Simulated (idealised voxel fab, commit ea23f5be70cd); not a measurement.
You're looking at the process module voxel fin reveal.
Xsec cut, 180 nm wide, square cell size 5 nm.
Cross-section format: a grid of square cells, given as bands from top to bottom; each band is one or more rows of cells.
First you get the band's top height and its bottom height, in nm, and then the materials it's made of, left to right, with each width in nm. If you see a single material with "all across", that one covers the band edge to edge. "air" is empty space.
Height 0 is the level under which the wafer as received is all one material. The lowest band goes on downwards, as in "0 down".
A width given as "30..40" starts at the first number in the band's top row and ends at the second number in its bottom row, shifting by an equal amount at every step from row to row.
It should be understood that the words "no alteration", when stated for a given step, signify that the cross-section underwent no change in any of its cells during that step.
What "Closed void register" gives you is every empty space of 8 cells or more that is cut off from the top. Each appears as width x height at distance, with the distance taken from the left edge and width, height and distance all in nm.
Post-settings text on a step line: simulator's own remark regarding the step.
"overlay nm" denotes, for a step that has a mask, the displacement of the mask to the right of its planned place, with negative values corresponding to the left.
# Planned process steps
1) RECEIVE | material Si
2) CONFORMAL_DEP | material SiN | thk nm 10
3) DIRECTIONAL_DEP | material aC | thk nm 10
4) PATTERN | tone cover | mask id FINS | material resist | width nm 15 | pitch nm 35 | thk nm 30 | overlay nm 0
5) DIRECTIONAL_ETCH | etch materials aC | depth nm 10
6) STRIP | etch materials resist
7) DIRECTIONAL_ETCH | etch materials SiN | depth nm 10
8) DIRECTIONAL_ETCH | etch materials Si | depth nm 40
9) STRIP | etch materials aC
10) FILL_DEP | material SiO2 | thk nm 5
11) CMP | height nm 10
12) SELECTIVE_ETCH | etch materials SiO2 | depth nm 25
13) STRIP | etch materials SiN
14) CONFORMAL_DEP | material SiO2 | thk nm 5
# as received, after step 1
0 down = Si all across
Closed void register: none
# The first of the two wafers as seen in cross-section once the module was finished; processing followed the plan
5 to 0 = 40 of air; 25 of SiO2; 10 of air; 25 of SiO2; 10 of air; 25 of SiO2; 45 of air
0 to -10 = 40 of air; 5 of SiO2; 15 of Si; 5 of SiO2; 10 of air; 5 of SiO2; 15 of Si; 5 of SiO2; 10 of air; 5 of SiO2; 15 of Si; 5 of SiO2; 45 of air
-10 to -40 = 45 of SiO2; 15 of Si; 20 of SiO2; 15 of Si; 20 of SiO2; 15 of Si; 50 of SiO2
-40 down = Si all across
Closed void register: none
# Second wafer of the two, sectioned at the end of the module. It began like the first and followed the same plan, but one mistake was made while running it
5 to 0 = 40 of air; 25 of SiO2; 10 of air; 25 of SiO2; 10 of air; 25 of SiO2; 45 of air
0 to -40 = 45 of SiO2; 15 of Si; 20 of SiO2; 15 of Si; 20 of SiO2; 15 of Si; 50 of SiO2
-40 down = Si all across
Closed void register: none
In executing the process, a mistake was made relative to the plan: step 12 ran differently from the plan; actual operation with settings: SELECTIVE_ETCH | etch materials SiO2 | depth nm 15
Materials where the second wafer ends with more or fewer cells than the first: SiO2: 42 more
